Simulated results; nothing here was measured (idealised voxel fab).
process module | voxel fin reveal
cross-section cut | 150 nm wide | cells 5 nm
A cross-section is a grid of square cells, given in bands from the top down. A band is one or more rows of cells.
Each band's line starts with the height of the band's top and of its bottom, in nm. Then come its materials from left to right, each with its width in nm. One material with "throughout" fills the band from edge to edge. "air" is empty space.
Height 0 is the level under which the wafer as received is all one material. The lowest band goes on downwards, as in "0 down".
A width such as "30 to 40" changes by the same amount from each row of cells to the next, from the band's top row to its bottom row.
"no change" after a step means that no cell of the cross-section changed.
closed voids: empty space of 8 cells or more with no open way to the top, each as width x height at its distance from the left edge, in nm
after a step's settings: what the simulator itself notes on the step
overlay nm, on a step with a mask: how far to the right of its planned place the mask lay; to the left if negative
plan
1 op RECEIVE | material Si
2 op CONFORMAL_DEP | material SiN | thk nm 10
3 op DIRECTIONAL_DEP | material aC | thk nm 10
4 op PATTERN | tone cover | mask id FINS | material resist | width nm 15 | pitch nm 40 | thk nm 25 | overlay nm 0
5 op DIRECTIONAL_ETCH | etch materials aC | depth nm 10
6 op STRIP | etch materials resist
7 op DIRECTIONAL_ETCH | etch materials SiN | depth nm 10
8 op DIRECTIONAL_ETCH | etch materials Si | depth nm 40
9 op STRIP | etch materials aC
10 op FILL_DEP | material SiO2 | thk nm 5
11 op CMP | height nm 10
12 op SELECTIVE_ETCH | etch materials SiO2 | depth nm 25
13 op STRIP | etch materials SiN
as received, after step 1
  0 down: Si throughout
  closed voids: none
first wafer at the end, as planned
  0 to -15: air 45 | Si 15 | air 25 | Si 15 | air 50
  -15 to -40: SiO2 45 | Si 15 | SiO2 25 | Si 15 | SiO2 50
  -40 down: Si throughout
  closed voids: none
second wafer at the end: like start, like plan, one mistake
  0 to -15: air 45 | Si 15 | air 25 | Si 15 | air 50
  -15 to -25: SiO2 20 | air 25 | Si 15 | air 25 | Si 15 | air 25 | SiO2 25
  -25 to -40: SiO2 45 | Si 15 | SiO2 25 | Si 15 | SiO2 50
  -40 down: Si throughout
  closed voids: none
what went wrong: steps 12 and 13 were swapped
at the end the second wafer has, in cells: 30 fewer of SiO2
